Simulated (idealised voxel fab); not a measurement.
process module | voxel self aligned vias
cross-section cut | 270 nm wide | cells 5 nm
A cross-section is a grid of square cells, given in bands from the top down. A band is one or more rows of cells.
Each band's line starts with the height of the band's top and of its bottom, in nm. Then come its materials from left to right, each with its width in nm. One material with "throughout" fills the band from edge to edge. "air" is empty space.
Height 0 is the level under which the wafer as received is all one material. The lowest band goes on downwards, as in "0 down".
A width such as "30 to 40" changes by the same amount from each row of cells to the next, from the band's top row to its bottom row.
"no change" after a step means that no cell of the cross-section changed.
closed voids: empty space of 8 cells or more with no open way to the top, each as width x height at its distance from the left edge, in nm
after a step's settings: what the simulator itself notes on the step
overlay nm, on a step with a mask: how far to the right of its planned place the mask lay; to the left if negative
plan
1 op RECEIVE | material Si
2 op CONFORMAL_DEP | material SiO2 | thk nm 15
3 op CONFORMAL_DEP | material SiCN | thk nm 5
4 op DIRECTIONAL_DEP | material SiO2 | thk nm 30
5 op DIRECTIONAL_DEP | material aC | thk nm 10
6 op PATTERN | tone open | mask id LINES | material resist | width nm 30 | pitch nm 65 | thk nm 30 | overlay nm 0
7 op DIRECTIONAL_ETCH | etch materials aC | depth nm 10
8 op STRIP | etch materials resist
9 op DIRECTIONAL_ETCH | etch materials SiO2 | depth nm 30
10 op STRIP | etch materials aC
11 op CONFORMAL_DEP | material TiN | thk nm 5
12 op FILL_DEP | material W | thk nm 5
13 op CMP | height nm 50
14 op SELECTIVE_ETCH | etch materials W Ru TiN | depth nm 5
15 op FILL_DEP | material SiN | thk nm 5
16 op CMP | height nm 50
17 op DIRECTIONAL_DEP | material SiO2 | thk nm 15
18 op MASKED_ETCH | tone open | mask id VIAS | width nm 40 | pitch nm 65 | etch materials SiO2 | depth nm 15 | overlay nm 0
19 op MASKED_ETCH | tone open | mask id VIAS | width nm 40 | pitch nm 65 | etch materials SiN | depth nm 5 | overlay nm 0
20 op CONFORMAL_DEP | material TiN | thk nm 5
21 op FILL_DEP | material W | thk nm 5
22 op CMP | height nm 65
23 op CONFORMAL_DEP | material SiN | thk nm 5
first wafer, as planned
as received, after step 1
  0 down: Si throughout
  closed voids: none
after step 2
  15 to 0: SiO2 throughout
  below 0: unchanged
after step 3
  20 to 15: SiCN throughout
  below 15: unchanged
after step 4
  50 to 20: SiO2 throughout
  below 20: unchanged
after step 5
  60 to 50: aC throughout
  below 50: unchanged
after step 6
  90 to 60: resist 55 | air 30 | resist 35 | air 30 | resist 35 | air 30 | resist 55
  below 60: unchanged
after step 7
  80 to 60: resist 55 | air 30 | resist 35 | air 30 | resist 35 | air 30 | resist 55
  60 to 50: aC 55 | air 30 | aC 35 | air 30 | aC 35 | air 30 | aC 55
  below 50: unchanged
after step 8
  60 to 50: aC 55 | air 30 | aC 35 | air 30 | aC 35 | air 30 | aC 55
  below 50: unchanged
after step 9
  60 to 50: aC 55 | air 30 | aC 35 | air 30 | aC 35 | air 30 | aC 55
  50 to 20: SiO2 55 | air 30 | SiO2 35 | air 30 | SiO2 35 | air 30 | SiO2 55
  below 20: unchanged
after step 10
  50 to 20: SiO2 55 | air 30 | SiO2 35 | air 30 | SiO2 35 | air 30 | SiO2 55
  below 20: unchanged
after step 11
  55 to 50: TiN 60 | air 20 | TiN 45 | air 20 | TiN 45 | air 20 | TiN 60
  50 to 25: SiO2 55 | TiN 5 | air 20 | TiN 5 | SiO2 35 | TiN 5 | air 20 | TiN 5 | SiO2 35 | TiN 5 | air 20 | TiN 5 | SiO2 55
  25 to 20: SiO2 55 | TiN 30 | SiO2 35 | TiN 30 | SiO2 35 | TiN 30 | SiO2 55
  below 20: unchanged
after step 12
  60 to 55: W throughout
  55 to 50: TiN 60 | W 20 | TiN 45 | W 20 | TiN 45 | W 20 | TiN 60
  50 to 25: SiO2 55 | TiN 5 | W 20 | TiN 5 | SiO2 35 | TiN 5 | W 20 | TiN 5 | SiO2 35 | TiN 5 | W 20 | TiN 5 | SiO2 55
  below 25: unchanged
after step 13
  50 to 25: SiO2 55 | TiN 5 | W 20 | TiN 5 | SiO2 35 | TiN 5 | W 20 | TiN 5 | SiO2 35 | TiN 5 | W 20 | TiN 5 | SiO2 55
  below 25: unchanged
after step 14
  50 to 45: SiO2 55 | air 30 | SiO2 35 | air 30 | SiO2 35 | air 30 | SiO2 55
  below 45: unchanged
after step 15
  55 to 50: SiN throughout
  50 to 45: SiO2 55 | SiN 30 | SiO2 35 | SiN 30 | SiO2 35 | SiN 30 | SiO2 55
  below 45: unchanged
after step 16
  50 to 45: SiO2 55 | SiN 30 | SiO2 35 | SiN 30 | SiO2 35 | SiN 30 | SiO2 55
  below 45: unchanged
after step 17
  65 to 50: SiO2 throughout
  below 50: unchanged
after step 18
  65 to 50: SiO2 50 | air 40 | SiO2 25 | air 40 | SiO2 25 | air 40 | SiO2 50
  below 50: unchanged
after step 19
  65 to 50: SiO2 50 | air 40 | SiO2 25 | air 40 | SiO2 25 | air 40 | SiO2 50
  50 to 45: SiO2 55 | air 30 | SiO2 35 | air 30 | SiO2 35 | air 30 | SiO2 55
  below 45: unchanged
after step 20
  70 to 65: TiN 55 | air 30 | TiN 35 | air 30 | TiN 35 | air 30 | TiN 55
  65 to 55: SiO2 50 | TiN 5 | air 30 | TiN 5 | SiO2 25 | TiN 5 | air 30 | TiN 5 | SiO2 25 | TiN 5 | air 30 | TiN 5 | SiO2 50
  55 to 50: SiO2 50 | TiN 10 | air 20 | TiN 10 | SiO2 25 | TiN 10 | air 20 | TiN 10 | SiO2 25 | TiN 10 | air 20 | TiN 10 | SiO2 50
  50 to 45: SiO2 55 | TiN 30 | SiO2 35 | TiN 30 | SiO2 35 | TiN 30 | SiO2 55
  below 45: unchanged
after step 21
  75 to 70: W throughout
  70 to 65: TiN 55 | W 30 | TiN 35 | W 30 | TiN 35 | W 30 | TiN 55
  65 to 55: SiO2 50 | TiN 5 | W 30 | TiN 5 | SiO2 25 | TiN 5 | W 30 | TiN 5 | SiO2 25 | TiN 5 | W 30 | TiN 5 | SiO2 50
  55 to 50: SiO2 50 | TiN 10 | W 20 | TiN 10 | SiO2 25 | TiN 10 | W 20 | TiN 10 | SiO2 25 | TiN 10 | W 20 | TiN 10 | SiO2 50
  below 50: unchanged
after step 22
  65 to 55: SiO2 50 | TiN 5 | W 30 | TiN 5 | SiO2 25 | TiN 5 | W 30 | TiN 5 | SiO2 25 | TiN 5 | W 30 | TiN 5 | SiO2 50
  below 55: unchanged
after step 23
  70 to 65: SiN throughout
  below 65: unchanged
second wafer: like start, like plan, one mistake. Through step 1 it matches the first wafer
when step 2 should have ended
  20 to 0: SiO2 throughout
  below 0: unchanged
when step 3 should have ended
  25 to 20: SiCN throughout
  below 20: unchanged
when step 4 should have ended
  55 to 25: SiO2 throughout
  below 25: unchanged
when step 5 should have ended
  65 to 55: aC throughout
  below 55: unchanged
when step 6 should have ended
  95 to 65: resist 55 | air 30 | resist 35 | air 30 | resist 35 | air 30 | resist 55
  below 65: unchanged
when step 7 should have ended
  85 to 65: resist 55 | air 30 | resist 35 | air 30 | resist 35 | air 30 | resist 55
  65 to 55: aC 55 | air 30 | aC 35 | air 30 | aC 35 | air 30 | aC 55
  below 55: unchanged
when step 8 should have ended
  65 to 55: aC 55 | air 30 | aC 35 | air 30 | aC 35 | air 30 | aC 55
  below 55: unchanged
when step 9 should have ended
  65 to 55: aC 55 | air 30 | aC 35 | air 30 | aC 35 | air 30 | aC 55
  55 to 25: SiO2 55 | air 30 | SiO2 35 | air 30 | SiO2 35 | air 30 | SiO2 55
  below 25: unchanged
when step 10 should have ended
  55 to 25: SiO2 55 | air 30 | SiO2 35 | air 30 | SiO2 35 | air 30 | SiO2 55
  below 25: unchanged
when step 11 should have ended
  60 to 55: TiN 60 | air 20 | TiN 45 | air 20 | TiN 45 | air 20 | TiN 60
  55 to 30: SiO2 55 | TiN 5 | air 20 | TiN 5 | SiO2 35 | TiN 5 | air 20 | TiN 5 | SiO2 35 | TiN 5 | air 20 | TiN 5 | SiO2 55
  30 to 25: SiO2 55 | TiN 30 | SiO2 35 | TiN 30 | SiO2 35 | TiN 30 | SiO2 55
  below 25: unchanged
when step 12 should have ended
  65 to 60: W throughout
  60 to 55: TiN 60 | W 20 | TiN 45 | W 20 | TiN 45 | W 20 | TiN 60
  55 to 30: SiO2 55 | TiN 5 | W 20 | TiN 5 | SiO2 35 | TiN 5 | W 20 | TiN 5 | SiO2 35 | TiN 5 | W 20 | TiN 5 | SiO2 55
  below 30: unchanged
when step 13 should have ended
  50 to 30: SiO2 55 | TiN 5 | W 20 | TiN 5 | SiO2 35 | TiN 5 | W 20 | TiN 5 | SiO2 35 | TiN 5 | W 20 | TiN 5 | SiO2 55
  below 30: unchanged
when step 14 should have ended
  50 to 45: SiO2 55 | air 30 | SiO2 35 | air 30 | SiO2 35 | air 30 | SiO2 55
  below 45: unchanged
when step 15 should have ended
  55 to 50: SiN throughout
  50 to 45: SiO2 55 | SiN 30 | SiO2 35 | SiN 30 | SiO2 35 | SiN 30 | SiO2 55
  below 45: unchanged
when step 16 should have ended
  50 to 45: SiO2 55 | SiN 30 | SiO2 35 | SiN 30 | SiO2 35 | SiN 30 | SiO2 55
  below 45: unchanged
when step 17 should have ended
  65 to 50: SiO2 throughout
  below 50: unchanged
when step 18 should have ended
  65 to 50: SiO2 50 | air 40 | SiO2 25 | air 40 | SiO2 25 | air 40 | SiO2 50
  below 50: unchanged
when step 19 should have ended
  65 to 50: SiO2 50 | air 40 | SiO2 25 | air 40 | SiO2 25 | air 40 | SiO2 50
  50 to 45: SiO2 55 | air 30 | SiO2 35 | air 30 | SiO2 35 | air 30 | SiO2 55
  below 45: unchanged
when step 20 should have ended
  70 to 65: TiN 55 | air 30 | TiN 35 | air 30 | TiN 35 | air 30 | TiN 55
  65 to 55: SiO2 50 | TiN 5 | air 30 | TiN 5 | SiO2 25 | TiN 5 | air 30 | TiN 5 | SiO2 25 | TiN 5 | air 30 | TiN 5 | SiO2 50
  55 to 50: SiO2 50 | TiN 10 | air 20 | TiN 10 | SiO2 25 | TiN 10 | air 20 | TiN 10 | SiO2 25 | TiN 10 | air 20 | TiN 10 | SiO2 50
  50 to 45: SiO2 55 | TiN 30 | SiO2 35 | TiN 30 | SiO2 35 | TiN 30 | SiO2 55
  below 45: unchanged
when step 21 should have ended
  75 to 70: W throughout
  70 to 65: TiN 55 | W 30 | TiN 35 | W 30 | TiN 35 | W 30 | TiN 55
  65 to 55: SiO2 50 | TiN 5 | W 30 | TiN 5 | SiO2 25 | TiN 5 | W 30 | TiN 5 | SiO2 25 | TiN 5 | W 30 | TiN 5 | SiO2 50
  55 to 50: SiO2 50 | TiN 10 | W 20 | TiN 10 | SiO2 25 | TiN 10 | W 20 | TiN 10 | SiO2 25 | TiN 10 | W 20 | TiN 10 | SiO2 50
  below 50: unchanged
when step 22 should have ended
  65 to 55: SiO2 50 | TiN 5 | W 30 | TiN 5 | SiO2 25 | TiN 5 | W 30 | TiN 5 | SiO2 25 | TiN 5 | W 30 | TiN 5 | SiO2 50
  below 55: unchanged
when step 23 should have ended
  70 to 65: SiN throughout
  below 65: unchanged
what went wrong: step 2 ran as: op CONFORMAL_DEP | material SiO2 | thk nm 20
at the end the second wafer has, in cells: 18 more of SiO2 | 6 fewer of TiN | 12 fewer of W
